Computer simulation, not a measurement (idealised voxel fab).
voxel wiring stack: a process module
The cross-section shown here is cut; it is 160 nm wide and divided into square cells measuring 5 nm on a side.
This document writes a cross-section as a grid whose cells are square, and gives it as bands, listed from the top down; one or more rows of cells form a band.
Band entry format. Leading values: height of top, height of bottom, nm. Remainder: materials in left-to-right order, each with its width in nm. Special words: "all across" on a single material, which then fills the band edge to edge; "air", empty space.
Below 0: as-received wafer, all one material; heights counted from there. Lowest band: no bottom, goes on down, written "top 0, no bottom".
The two numbers in a width such as "30 to 40" mark its ends across the band: the first belongs to the top row of cells, the second to the bottom row, and from each row to the next the width moves by the same amount.
"no alteration" -> step changed no cross-section cell.
Any empty space of 8 cells or more lacking an open way to the top shows up in "Cavities, sealed" as width x height at distance, distance from the left edge, in nm.
On a step's line, text after the settings is the simulator commenting on that step.
overlay nm, on a step with a mask: how far to the right of its planned place the mask lay; to the left if negative
[The planned process steps are enumerated hereunder]
1 RECEIVE with material Si
2 CONFORMAL_DEP with material SiO2, thk nm 15
3 DIRECTIONAL_DEP with material TiN, thk nm 5
4 DIRECTIONAL_DEP with material Ru, thk nm 20
5 DIRECTIONAL_DEP with material aC, thk nm 15
6 PATTERN with tone cover, mask id METAL_1, material resist, width nm 20, pitch nm 35, thk nm 35, overlay nm 0
7 DIRECTIONAL_ETCH with etch materials aC, depth nm 15
8 STRIP with etch materials resist
9 DIRECTIONAL_ETCH with etch materials Ru, depth nm 20
10 DIRECTIONAL_ETCH with etch materials TiN, depth nm 5
11 STRIP with etch materials aC
12 CONFORMAL_DEP with material SiCN, thk nm 5
13 FILL_DEP with material SiO2, thk nm 10
14 CMP with height nm 40
15 CONFORMAL_DEP with material SiCN, thk nm 5
16 DIRECTIONAL_DEP with material lowk, thk nm 30
17 MASKED_ETCH with tone open, mask id METAL_2, width nm 20, pitch nm 35, etch materials lowk, depth nm 20, overlay nm 0
18 DIRECTIONAL_DEP with material aC, thk nm 10
19 PATTERN with tone open, mask id METAL_2_HOLES, material resist, width nm 15, pitch nm 70, thk nm 30, overlay nm 0
20 DIRECTIONAL_ETCH with etch materials aC, depth nm 10
21 STRIP with etch materials resist
22 DIRECTIONAL_ETCH with etch materials lowk, depth nm 10
23 DIRECTIONAL_ETCH with etch materials SiCN, depth nm 5
24 STRIP with etch materials aC
25 CONFORMAL_DEP with material TiN, thk nm 5
26 FILL_DEP with material Cu, thk nm 10
27 CMP with height nm 75
28 CONFORMAL_DEP with material SiN, thk nm 5
[Incoming wafer in cross-section (state: after step 1)]
> top 0, no bottom  Si all across
> Cavities, sealed: none
[Cross-section, end of module. Start: as above. Plan: as above. Execution: one mistake]
> top 80, bottom 75  SiN all across
> top 75, bottom 65  Cu 25 to 10 | TiN 5 to 20 | lowk 5 | TiN 5 | Cu 5 | TiN 5 | lowk 20 | TiN 5 | Cu 20 to 5 | TiN 5 to 20 | lowk 5 | TiN 5 | Cu 5 | TiN 5 | lowk 20 | TiN 5 | Cu 15
> top 65, bottom 60  Cu 10 | TiN 5 | lowk 20 | TiN 5 | Cu 5 | TiN 5 | lowk 20 | TiN 5 | Cu 5 | TiN 5 | lowk 20 | TiN 5 | Cu 5 | TiN 5 | lowk 20 | TiN 5 | Cu 15
> top 60, bottom 55  TiN 15 | lowk 20 | TiN 15 | lowk 20 | TiN 15 | lowk 20 | TiN 15 | lowk 20 | TiN 20
> top 55, bottom 45  lowk all across
> top 45, bottom 40  SiCN all across
> top 40, bottom 20  SiO2 10 | SiCN 5 | Ru 20 | SiCN 5 | SiO2 5 | SiCN 5 | Ru 20 | SiCN 5 | SiO2 5 | SiCN 5 | Ru 20 | SiCN 5 | SiO2 5 | SiCN 5 | Ru 20 | SiCN 5 | SiO2 15
> top 20, bottom 15  SiCN 15 | TiN 20 | SiCN 15 | TiN 20 | SiCN 15 | TiN 20 | SiCN 15 | TiN 20 | SiCN 20
> top 15, bottom 0  SiO2 all across
> top 0, no bottom  Si all across
> Cavities, sealed: none
What was the processing mistake? step 17 did not use the planned setting and instead ran as MASKED_ETCH with tone cover, mask id METAL_2, width nm 20, pitch nm 35, etch materials lowk, depth nm 20, overlay nm 0
